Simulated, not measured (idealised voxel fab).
process module | voxel capacitor over wiring
Displayed cross-section: cut, width of 220 nm, square cells sized 5 nm.
How to read a cross-section here: the picture is a grid of square cells, written as bands going from the top down, and any band can span one or more rows of cells. For a band, the entry starts with two heights in nm, that of the top and then that of the bottom, and carries on with the band's materials in order from left to right, each alongside its width in nm; the word "edge to edge" beside a single material means it fills the band edge to edge, and "blank" means empty space. Convention: height 0 is the level below which the wafer, as received, is all one material. The lowest band does not terminate at the bottom but continues downward, represented as "0 down". So if you see something like "30 to 40" for the width, read it as the top row of the band sitting at the first number and the bottom row at the second, with every row in between moving by the same amount as the last. It should be understood that the words "remained the same", when stated for a given step, signify that the cross-section underwent no change in any of its cells during that step. The entry "Enclosed empty spaces" lists the empty spaces that cover at least 8 cells and have no open path to the top. Each is written as width x height at distance, where the distance is measured from the left edge and all three values are in nm. Post-settings text on a step line: simulator's own remark regarding the step. overlay nm: step with mask; distance mask lay right of planned place; negative value = left of planned place.
PROCESS STEPS - PLAN
1. RECEIVE: material Si
2. CONFORMAL_DEP: material SiO2, thk nm 15
3. CONFORMAL_DEP: material SiCN, thk nm 5
4. DIRECTIONAL_DEP: material SiO2, thk nm 20
5. DIRECTIONAL_DEP: material aC, thk nm 10
6. PATTERN: tone open, mask id METAL_1, material resist, width nm 25, pitch nm 75, thk nm 25, overlay nm 0
7. DIRECTIONAL_ETCH: etch materials aC, depth nm 10
8. STRIP: etch materials resist
9. DIRECTIONAL_ETCH: etch materials SiO2, depth nm 20
10. DIRECTIONAL_ETCH: etch materials SiCN, depth nm 5
11. STRIP: etch materials aC
12. CONFORMAL_DEP: material TiN, thk nm 5
13. FILL_DEP: material Ru, thk nm 10
14. CMP: height nm 40
15. EPI: material Ru, thk nm 5
16. FILL_DEP: material SiCN, thk nm 5
17. DIRECTIONAL_DEP: material lowk, thk nm 10
18. PATTERN: tone open, mask id PLUG_1, material resist, width nm 15, thk nm 20, overlay nm 0
19. DIRECTIONAL_ETCH: etch materials lowk, depth nm 10
20. DIRECTIONAL_ETCH: etch materials SiCN, depth nm 5
21. STRIP: etch materials resist
22. EPI: material Ru, thk nm 10
23. EPI: material Ru, thk nm 5
24. DIRECTIONAL_DEP: material TiN, thk nm 10
25. DIRECTIONAL_DEP: material HfO2, thk nm 5
26. DIRECTIONAL_DEP: material TiN, thk nm 10
27. DIRECTIONAL_DEP: material aC, thk nm 10
28. PATTERN: tone cover, mask id UPPER_PLATE, material resist, width nm 55, thk nm 30, overlay nm 0
29. DIRECTIONAL_ETCH: etch materials aC, depth nm 5
30. STRIP: etch materials resist
31. DIRECTIONAL_ETCH: etch materials TiN, depth nm 10
32. DIRECTIONAL_ETCH: etch materials HfO2, depth nm 5
33. STRIP: etch materials aC
34. DIRECTIONAL_DEP: material aC, thk nm 10
35. PATTERN: tone cover, mask id LOWER_PLATE, material resist, width nm 65, thk nm 25, overlay nm 0
36. DIRECTIONAL_ETCH: etch materials aC, depth nm 10
37. STRIP: etch materials resist
38. DIRECTIONAL_ETCH: etch materials TiN, depth nm 10
39. STRIP: etch materials aC
40. FILL_DEP: material SiO2, thk nm 20
41. CMP: height nm 100
42. MASKED_ETCH: tone open, mask id PLUG_2, width nm 15, etch materials SiO2, depth nm 15, overlay nm 0
43. CONFORMAL_DEP: material TiN, thk nm 5
44. FILL_DEP: material Cu, thk nm 5
45. CMP: height nm 100
46. CONFORMAL_DEP: material SiN, thk nm 5
Variable across wafers: step 29 depth nm (plan value is that of the first wafer; starting state common to all).
THE FIRST OF SEVERAL WAFERS AS RECEIVED, SHOWN IN CROSS-SECTION; THIS IS ITS STATE AFTER STEP 1
> 0 down | Si edge to edge
> Enclosed empty spaces: none
TAKE ANY ROW AND YOU HAVE A WAFER AT THE END OF THE MODULE: HOW MANY CELLS OF EACH MATERIAL IT HAS GAINED (+) OR LOST (-) SINCE IT WAS RECEIVED, AND THEN ITS CLOSED VOIDS
depth nm 5; +2 Cu; +44 HfO2; +47 Ru; +105 SiCN; +44 SiN; +453 SiO2; +147 TiN; +82 lowk; Enclosed empty spaces: none
depth nm 10; +2 Cu; +11 HfO2; +47 Ru; +105 SiCN; +44 SiN; +552 SiO2; +81 TiN; +82 lowk; Enclosed empty spaces: none
depth nm 15; +2 Cu; +11 HfO2; +47 Ru; +105 SiCN; +44 SiN; +552 SiO2; +81 TiN; +82 lowk; Enclosed empty spaces: none
depth nm 20; +2 Cu; +11 HfO2; +47 Ru; +105 SiCN; +44 SiN; +552 SiO2; +81 TiN; +82 lowk; Enclosed empty spaces: none
depth nm 25; +2 Cu; +11 HfO2; +47 Ru; +105 SiCN; +44 SiN; +552 SiO2; +81 TiN; +82 lowk; Enclosed empty spaces: none
